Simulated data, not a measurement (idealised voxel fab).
This is a process module. Its name is voxel ribs on slabs.
It is cross-section cut that appears here, measuring 270 nm in width, its square cells being 5 nm in size.
Throughout this document, each cross-section is represented as a grid of square cells and is presented as a sequence of bands enumerated from the top downward, where a band comprises one or more rows of cells.
Top, bottom (nm), then materials left to right with widths (nm); lone material tagged "throughout" fills the whole band edge to edge; "empty" = empty space.
Zero point of the height axis is 0; under it, received wafer = one material. Lowest band: continues down indefinitely, "0 -> down".
You'd read "30->40" like this: the band's top row of cells is as wide as the first number, its bottom row is as wide as the second, and going down, every row changes width by the same amount as the row before did.
No cell of the cross-section changed in a step that is given as "no change occurred".
Any empty space of 8 cells or more lacking an open way to the top shows up in "Sealed void listing" as width x height at distance, distance from the left edge, in nm.
Post-settings text on a step line: simulator's own remark regarding the step.
Regarding "overlay nm": on a step with a mask, it is the distance the mask lay to the right of its planned place; a negative value places it to the left.
-- Process steps (planned)
1) RECEIVE [material Si]
2) DIRECTIONAL_DEP [material SiO2] [thk nm 30]
3) DIRECTIONAL_DEP [material SiN] [thk nm 20]
4) DIRECTIONAL_DEP [material aC] [thk nm 10]
5) PATTERN [tone cover] [mask id RIB] [material resist] [width nm 15] [thk nm 30] [overlay nm 0]
6) DIRECTIONAL_ETCH [etch materials aC] [depth nm 10]
7) STRIP [etch materials resist]
8) DIRECTIONAL_ETCH [etch materials SiN] [depth nm 15]
9) STRIP [etch materials aC]
10) MASKED_ETCH [tone cover] [mask id SLAB] [width nm 75] [etch materials SiN] [depth nm 5] [overlay nm 0]
11) FILL_DEP [material SiO2] [thk nm 25]
12) CMP [height nm 70]
13) DIRECTIONAL_DEP [material W] [thk nm 5]
14) MASKED_ETCH [tone cover] [mask id HEATER] [width nm 25] [etch materials W] [depth nm 5] [overlay nm 0]
15) CONFORMAL_DEP [material SiO2] [thk nm 5]
-- Cross-sectional view of the wafer in its as-received condition, corresponding to the state after step 1
  0 -> down  Si throughout
  Sealed void listing: none
-- End-of-module XS, first of two wafers, run as planned
  80 -> 75  empty=115 / SiO2=35 / empty=120
  75 -> 70  SiO2=120 / W=25 / SiO2=125
  70 -> 50  SiO2 throughout
  50 -> 35  SiO2=125 / SiN=15 / SiO2=130
  35 -> 30  SiO2=95 / SiN=75 / SiO2=100
  30 -> 0  SiO2 throughout
  0 -> down  Si throughout
  Sealed void listing: none
-- Here's the second of our two wafers sectioned at module end. Same start as the first, same plan, but one mistake got made running it
  80 -> 75  empty=115 / SiO2=35 / empty=120
  75 -> 70  SiO2=120 / W=25 / SiO2=125
  70 -> 45  SiO2 throughout
  45 -> 35  SiO2=125 / SiN=15 / SiO2=130
  35 -> 30  SiN=95 / SiO2=30 / SiN=15 / SiO2=30 / SiN=100
  30 -> 0  SiO2 throughout
  0 -> down  Si throughout
  Sealed void listing: none
Heads up, the wafer didn't run the way we planned it: for step 10, the planned setting was not used; the step was instead run as MASKED_ETCH [tone open] [mask id SLAB] [width nm 75] [etch materials SiN] [depth nm 5] [overlay nm 0]
Cell-count delta at end, second wafer over first, by material: SiN: 24 more | SiO2: 24 fewer
